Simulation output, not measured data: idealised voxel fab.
Herein follows the process module entitled voxel transistor to metal.
Section cut is 175 nm wide and gridded with 5 nm square cells.
Square cells in a grid make up a cross-section in this document, and the grid is given as bands, listed from the top down, each one or more rows of cells.
What a band's entry tells you: where the top is and where the bottom is, as heights in nm, and after that what lies inside, material by material from left to right, each with its width in nm. Empty space is written as the word "air", and a single material marked with the word "edge to edge" occupies the band from edge to edge.
It should be noted that heights are counted from 0, beneath which the wafer as supplied is of one material throughout, and that the lowest band possesses no lower boundary but continues downward, as written in "from 0 down".
The expression "30->40" gives the width at the extremes of the band, the first number at its top row of cells and the second at its bottom row, with the width changing by equal amounts from each row to the next in between.
What does "no alterations made" mean for a step? It means no cell of the cross-section changed in that step.
"Closed internal voids" specifies each empty space that is not open to the top and that occupies no fewer than 8 cells, using the form width x height at distance, the distance measured from the left edge and all three quantities in nm.
Post-settings text on a step line: simulator's own remark regarding the step.
"overlay nm" on a masked step: distance the mask lay right of its planned place, negative for left.
# Intended process steps
step 1: RECEIVE | material Si
step 2: OXIDIZE | depth nm 5
step 3: CONFORMAL_DEP | material SiN | thk nm 15
step 4: MASKED_ETCH | tone cover | mask id ACTIVE | width nm 125 | etch materials SiN | depth nm 15 | overlay nm 0
step 5: MASKED_ETCH | tone cover | mask id ACTIVE | width nm 125 | etch materials SiO2 | depth nm 5 | overlay nm 0
step 6: MASKED_ETCH | tone cover | mask id ACTIVE | width nm 125 | etch materials Si | depth nm 20 | overlay nm 0
step 7: OXIDIZE | depth nm 5
step 8: FILL_DEP | material SiO2 | thk nm 5
step 9: CMP | height nm 15
step 10: SELECTIVE_ETCH | etch materials SiO2 | depth nm 10
step 11: STRIP | etch materials SiN
step 12: SELECTIVE_ETCH | etch materials SiO2 | depth nm 5
step 13: OXIDIZE | depth nm 5
step 14: DIRECTIONAL_DEP | material polySi | thk nm 30
step 15: DIRECTIONAL_DEP | material SiCN | thk nm 15
step 16: MASKED_ETCH | tone cover | mask id GATE | width nm 25 | etch materials SiCN | depth nm 25 | overlay nm 0
step 17: MASKED_ETCH | tone cover | mask id GATE | width nm 25 | etch materials polySi | depth nm 40 | overlay nm 0
step 18: CONFORMAL_DEP | material SiN | thk nm 5
step 19: DIRECTIONAL_ETCH | etch materials SiN | depth nm 5
step 20: DIRECTIONAL_ETCH | etch materials SiO2 | depth nm 5
step 21: DIRECTIONAL_ETCH | etch materials Si | depth nm 10
step 22: EPI | material nSi | thk nm 15
step 23: FILL_DEP | material SiO2 | thk nm 5
step 24: CMP | height nm 25
step 25: STRIP | etch materials polySi
step 26: SELECTIVE_ETCH | etch materials SiO2 | depth nm 5
step 27: CONFORMAL_DEP | material HfO2 | thk nm 5
step 28: CONFORMAL_DEP | material TiN | thk nm 5
step 29: FILL_DEP | material W | thk nm 5
step 30: CMP | height nm 20
step 31: DIRECTIONAL_DEP | material SiO2 | thk nm 15
step 32: DIRECTIONAL_DEP | material aC | thk nm 10
step 33: PATTERN | tone open | mask id CONTACT | material resist | width nm 20 | pitch nm 85 | thk nm 30 | overlay nm 0
step 34: DIRECTIONAL_ETCH | etch materials aC | depth nm 10
step 35: STRIP | etch materials resist
step 36: DIRECTIONAL_ETCH | etch materials SiO2 | depth nm 40
step 37: STRIP | etch materials aC
step 38: CONFORMAL_DEP | material TiN | thk nm 5
step 39: FILL_DEP | material W | thk nm 5
step 40: CMP | height nm 35
step 41: DIRECTIONAL_DEP | material TiN | thk nm 5
step 42: DIRECTIONAL_DEP | material Ru | thk nm 15
step 43: MASKED_ETCH | tone cover | mask id METAL_1 | width nm 20 | pitch nm 85 | etch materials Ru | depth nm 15 | overlay nm 0
step 44: MASKED_ETCH | tone cover | mask id METAL_1 | width nm 20 | pitch nm 85 | etch materials TiN | depth nm 5 | overlay nm 0
step 45: FILL_DEP | material SiO2 | thk nm 10
step 46: CMP | height nm 55
step 47: CONFORMAL_DEP | material SiCN | thk nm 5
step 48: DIRECTIONAL_DEP | material SiO2 | thk nm 25
step 49: MASKED_ETCH | tone open | mask id METAL_2_HOLES | width nm 15 | pitch nm 85 | etch materials SiO2 | depth nm 25 | overlay nm 0
step 50: DIRECTIONAL_DEP | material aC | thk nm 15
step 51: PATTERN | tone open | mask id METAL_2 | material resist | width nm 20 | pitch nm 85 | thk nm 35 | overlay nm 0
step 52: DIRECTIONAL_ETCH | etch materials aC | depth nm 15
step 53: STRIP | etch materials resist
step 54: DIRECTIONAL_ETCH | etch materials SiO2 | depth nm 15
step 55: DIRECTIONAL_ETCH | etch materials SiCN | depth nm 5
step 56: STRIP | etch materials aC
step 57: CONFORMAL_DEP | material TiN | thk nm 5
step 58: FILL_DEP | material Ru | thk nm 5
step 59: CMP | height nm 85
step 60: CONFORMAL_DEP | material SiCN | thk nm 5
# Cross-section of the wafer at receipt, which is the condition after step 1
	from 0 down | Si edge to edge
	Closed internal voids: none
# End-of-module XS, first of two wafers, run as planned
	from 90 to 85 | SiCN edge to edge
	from 85 to 75 | 35 nm SiO2 | 5 nm TiN | 10 nm Ru | 5 nm TiN | 65 nm SiO2 | 5 nm TiN | 10 nm Ru | 5 nm TiN | 35 nm SiO2
	from 75 to 70 | 35 nm SiO2 | 5 nm TiN | 5 nm Ru | 10 nm TiN | 65 nm SiO2 | 5 nm TiN | 5 nm Ru | 10 nm TiN | 35 nm SiO2
	from 70 to 60 | 35 nm SiO2 | 5 nm TiN | 5 nm Ru | 5 nm TiN | 70 nm SiO2 | 5 nm TiN | 5 nm Ru | 5 nm TiN | 40 nm SiO2
	from 60 to 55 | 35 nm SiCN | 15 nm TiN | 70 nm SiCN | 15 nm TiN | 40 nm SiCN
	from 55 to 40 | 35 nm SiO2 | 20 nm Ru | 65 nm SiO2 | 20 nm Ru | 35 nm SiO2
	from 40 to 35 | 35 nm SiO2 | 20 nm TiN | 65 nm SiO2 | 20 nm TiN | 35 nm SiO2
	from 35 to 20 | 35 nm SiO2 | 5 nm TiN | 10 nm W | 5 nm TiN | 65 nm SiO2 | 5 nm TiN | 10 nm W | 5 nm TiN | 35 nm SiO2
	from 20 to 5 | 35 nm SiO2 | 5 nm TiN | 10 nm W | 5 nm TiN | 15 nm SiO2 | 5 nm SiN | 5 nm HfO2 | 5 nm TiN | 5 nm W | 5 nm TiN | 5 nm HfO2 | 5 nm SiN | 15 nm SiO2 | 5 nm TiN | 10 nm W | 5 nm TiN | 35 nm SiO2
	from 5 to 0 | 35 nm SiO2 | 5 nm TiN | 10 nm W | 5 nm TiN | 15 nm nSi | 5 nm SiN | 5 nm HfO2 | 5 nm TiN | 5 nm W | 5 nm TiN | 5 nm HfO2 | 5 nm SiN | 15 nm nSi | 5 nm TiN | 10 nm W | 5 nm TiN | 35 nm SiO2
	from 0 to -5 | 20 nm SiO2 | 5 nm SiN | 10 nm SiO2 | 20 nm TiN | 15 nm nSi | 5 nm SiN | 5 nm HfO2 | 15 nm TiN | 5 nm HfO2 | 5 nm SiN | 15 nm nSi | 20 nm TiN | 10 nm SiO2 | 5 nm SiN | 20 nm SiO2
	from -5 to -10 | 25 nm SiO2 | 45 nm nSi | 35 nm HfO2 | 45 nm nSi | 25 nm SiO2
	from -10 to -20 | 30 nm SiO2 | 40 nm nSi | 35 nm Si | 40 nm nSi | 30 nm SiO2
	from -20 to -30 | 30 nm SiO2 | 115 nm Si | 30 nm SiO2
	from -30 down | Si edge to edge
	Closed internal voids: none
# End-of-module cross-section of the second wafer: identical starting point and process plan to the first, with one processing mistake
	from 90 to 85 | SiCN edge to edge
	from 85 to 75 | 35 nm SiO2 | 5 nm TiN | 10 nm Ru | 5 nm TiN | 65 nm SiO2 | 5 nm TiN | 10 nm Ru | 5 nm TiN | 35 nm SiO2
	from 75 to 70 | 35 nm SiO2 | 5 nm TiN | 5 nm Ru | 10 nm TiN | 65 nm SiO2 | 5 nm TiN | 5 nm Ru | 10 nm TiN | 35 nm SiO2
	from 70 to 60 | 35 nm SiO2 | 5 nm TiN | 5 nm Ru | 5 nm TiN | 70 nm SiO2 | 5 nm TiN | 5 nm Ru | 5 nm TiN | 40 nm SiO2
	from 60 to 55 | 35 nm SiCN | 15 nm TiN | 70 nm SiCN | 15 nm TiN | 40 nm SiCN
	from 55 to 40 | 35 nm SiO2 | 20 nm Ru | 65 nm SiO2 | 20 nm Ru | 35 nm SiO2
	from 40 to 35 | 35 nm SiO2 | 20 nm TiN | 65 nm SiO2 | 20 nm TiN | 35 nm SiO2
	from 35 to 20 | 35 nm SiO2 | 5 nm TiN | 10 nm W | 5 nm TiN | 65 nm SiO2 | 5 nm TiN | 10 nm W | 5 nm TiN | 35 nm SiO2
	from 20 to 5 | 35 nm SiO2 | 5 nm TiN | 10 nm W | 5 nm TiN | 15 nm SiO2 | 5 nm SiN | 5 nm TiN | 15 nm W | 5 nm TiN | 5 nm SiN | 15 nm SiO2 | 5 nm TiN | 10 nm W | 5 nm TiN | 35 nm SiO2
	from 5 to 0 | 35 nm SiO2 | 5 nm TiN | 10 nm W | 5 nm TiN | 15 nm nSi | 5 nm SiN | 5 nm TiN | 15 nm W | 5 nm TiN | 5 nm SiN | 15 nm nSi | 5 nm TiN | 10 nm W | 5 nm TiN | 35 nm SiO2
	from 0 to -5 | 20 nm SiO2 | 5 nm SiN | 10 nm SiO2 | 20 nm TiN | 15 nm nSi | 5 nm SiN | 5 nm TiN | 15 nm W | 5 nm TiN | 5 nm SiN | 15 nm nSi | 20 nm TiN | 10 nm SiO2 | 5 nm SiN | 20 nm SiO2
	from -5 to -10 | 25 nm SiO2 | 45 nm nSi | 35 nm TiN | 45 nm nSi | 25 nm SiO2
	from -10 to -20 | 30 nm SiO2 | 40 nm nSi | 35 nm Si | 40 nm nSi | 30 nm SiO2
	from -20 to -30 | 30 nm SiO2 | 115 nm Si | 30 nm SiO2
	from -30 down | Si edge to edge
	Closed internal voids: none
Heads up, the wafer didn't run the way we planned it: no execution of plan step 27; skipped
Materials where the second wafer ends with more or fewer cells than the first: HfO2: 17 fewer | TiN: 6 more | W: 11 more
